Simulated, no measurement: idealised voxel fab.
process module | voxel air gaps
cross-section cut | 175 nm wide | cells 5 nm
A cross-section is a grid of square cells, given in bands from the top down. A band is one or more rows of cells.
Each band's line starts with the height of the band's top and of its bottom, in nm. Then come its materials from left to right, each with its width in nm. One material with "throughout" fills the band from edge to edge. "air" is empty space.
Height 0 is the level under which the wafer as received is all one material. The lowest band goes on downwards, as in "0 down".
A width such as "30 to 40" changes by the same amount from each row of cells to the next, from the band's top row to its bottom row.
"no change" after a step means that no cell of the cross-section changed.
closed voids: empty space of 8 cells or more with no open way to the top, each as width x height at its distance from the left edge, in nm
after a step's settings: what the simulator itself notes on the step
overlay nm, on a step with a mask: how far to the right of its planned place the mask lay; to the left if negative
plan
1 op RECEIVE | material Si
2 op CONFORMAL_DEP | material SiO2 | thk nm 15
3 op CONFORMAL_DEP | material SiCN | thk nm 5
4 op DIRECTIONAL_DEP | material lowk | thk nm 35
5 op DIRECTIONAL_DEP | material aC | thk nm 15
6 op PATTERN | tone open | mask id LINES | material resist | width nm 25 | pitch nm 50 | thk nm 30 | overlay nm 0
7 op DIRECTIONAL_ETCH | etch materials aC | depth nm 15
8 op STRIP | etch materials resist
9 op DIRECTIONAL_ETCH | etch materials lowk | depth nm 35
10 op STRIP | etch materials aC
11 op CONFORMAL_DEP | material TiN | thk nm 5
12 op FILL_DEP | material Cu | thk nm 5
13 op CMP | height nm 55
14 op EPI | material Ru | thk nm 10
15 op SELECTIVE_ETCH | etch materials lowk | depth nm 45
16 op CONFORMAL_DEP | material SiCN | thk nm 5
first wafer, as planned
as received, after step 1
  0 down: Si throughout
  closed voids: none
after step 2
  15 to 0: SiO2 throughout
  below 0: unchanged
after step 3
  20 to 15: SiCN throughout
  below 15: unchanged
after step 4
  55 to 20: lowk throughout
  below 20: unchanged
after step 5
  70 to 55: aC throughout
  below 55: unchanged
after step 6
  100 to 70: resist 25 | air 25 | resist 25 | air 25 | resist 25 | air 25 | resist 25
  below 70: unchanged
after step 7
  85 to 70: resist 25 | air 25 | resist 25 | air 25 | resist 25 | air 25 | resist 25
  70 to 55: aC 25 | air 25 | aC 25 | air 25 | aC 25 | air 25 | aC 25
  below 55: unchanged
after step 8
  70 to 55: aC 25 | air 25 | aC 25 | air 25 | aC 25 | air 25 | aC 25
  below 55: unchanged
after step 9
  70 to 55: aC 25 | air 25 | aC 25 | air 25 | aC 25 | air 25 | aC 25
  55 to 20: lowk 25 | air 25 | lowk 25 | air 25 | lowk 25 | air 25 | lowk 25
  below 20: unchanged
after step 10
  55 to 20: lowk 25 | air 25 | lowk 25 | air 25 | lowk 25 | air 25 | lowk 25
  below 20: unchanged
after step 11
  60 to 55: TiN 30 | air 15 | TiN 35 | air 15 | TiN 35 | air 15 | TiN 30
  55 to 25: lowk 25 | TiN 5 | air 15 | TiN 5 | lowk 25 | TiN 5 | air 15 | TiN 5 | lowk 25 | TiN 5 | air 15 | TiN 5 | lowk 25
  25 to 20: lowk 25 | TiN 25 | lowk 25 | TiN 25 | lowk 25 | TiN 25 | lowk 25
  below 20: unchanged
after step 12
  65 to 60: Cu throughout
  60 to 55: TiN 30 | Cu 15 | TiN 35 | Cu 15 | TiN 35 | Cu 15 | TiN 30
  55 to 25: lowk 25 | TiN 5 | Cu 15 | TiN 5 | lowk 25 | TiN 5 | Cu 15 | TiN 5 | lowk 25 | TiN 5 | Cu 15 | TiN 5 | lowk 25
  below 25: unchanged
after step 13
  55 to 25: lowk 25 | TiN 5 | Cu 15 | TiN 5 | lowk 25 | TiN 5 | Cu 15 | TiN 5 | lowk 25 | TiN 5 | Cu 15 | TiN 5 | lowk 25
  below 25: unchanged
after step 14
  65 to 55: air 15 | Ru 45 | air 5 | Ru 45 | air 5 | Ru 45 | air 15
  below 55: unchanged
after step 15
  65 to 55: air 15 | Ru 45 | air 5 | Ru 45 | air 5 | Ru 45 | air 15
  55 to 25: air 25 | TiN 5 | Cu 15 | TiN 5 | air 25 | TiN 5 | Cu 15 | TiN 5 | air 25 | TiN 5 | Cu 15 | TiN 5 | air 25
  25 to 20: air 25 | TiN 25 | air 25 | TiN 25 | air 25 | TiN 25 | air 25
  below 20: unchanged
after step 16
  70 to 65: air 10 | SiCN 155 | air 10
  65 to 55: air 10 | SiCN 5 | Ru 45 | SiCN 5 | Ru 45 | SiCN 5 | Ru 45 | SiCN 5 | air 10
  55 to 50: air 10 | SiCN 15 | TiN 5 | Cu 15 | TiN 5 | SiCN 25 | TiN 5 | Cu 15 | TiN 5 | SiCN 25 | TiN 5 | Cu 15 | TiN 5 | SiCN 15 | air 10
  50 to 25: air 20 | SiCN 5 | TiN 5 | Cu 15 | TiN 5 | SiCN 5 | air 15 | SiCN 5 | TiN 5 | Cu 15 | TiN 5 | SiCN 5 | air 15 | SiCN 5 | TiN 5 | Cu 15 | TiN 5 | SiCN 5 | air 20
  25 to 20: SiCN 25 | TiN 25 | SiCN 25 | TiN 25 | SiCN 25 | TiN 25 | SiCN 25
  below 20: unchanged
  closed voids: 15 x 25 at 55; 15 x 25 at 105
second wafer: like start, like plan, one mistake. Through step 13 it matches the first wafer
when step 14 should have ended
  75 to 55: air 5 | Ru 165 | air 5
  below 55: unchanged
when step 15 should have ended
  75 to 55: air 5 | Ru 165 | air 5
  55 to 25: air 25 | TiN 5 | Cu 15 | TiN 5 | lowk 25 | TiN 5 | Cu 15 | TiN 5 | lowk 25 | TiN 5 | Cu 15 | TiN 5 | air 25
  25 to 20: air 25 | TiN 25 | lowk 25 | TiN 25 | lowk 25 | TiN 25 | air 25
  below 20: unchanged
when step 16 should have ended
  80 to 75: SiCN throughout
  75 to 55: SiCN 5 | Ru 165 | SiCN 5
  55 to 50: SiCN 25 | TiN 5 | Cu 15 | TiN 5 | lowk 25 | TiN 5 | Cu 15 | TiN 5 | lowk 25 | TiN 5 | Cu 15 | TiN 5 | SiCN 25
  50 to 25: air 20 | SiCN 5 | TiN 5 | Cu 15 | TiN 5 | lowk 25 | TiN 5 | Cu 15 | TiN 5 | lowk 25 | TiN 5 | Cu 15 | TiN 5 | SiCN 5 | air 20
  25 to 20: SiCN 25 | TiN 25 | lowk 25 | TiN 25 | lowk 25 | TiN 25 | SiCN 25
  below 20: unchanged
  closed voids: 20 x 25 at 0; 20 x 25 at 155
what went wrong: step 14 was run twice
at the end the second wafer has, in cells: 78 more of Ru | 32 fewer of SiCN | 70 more of lowk
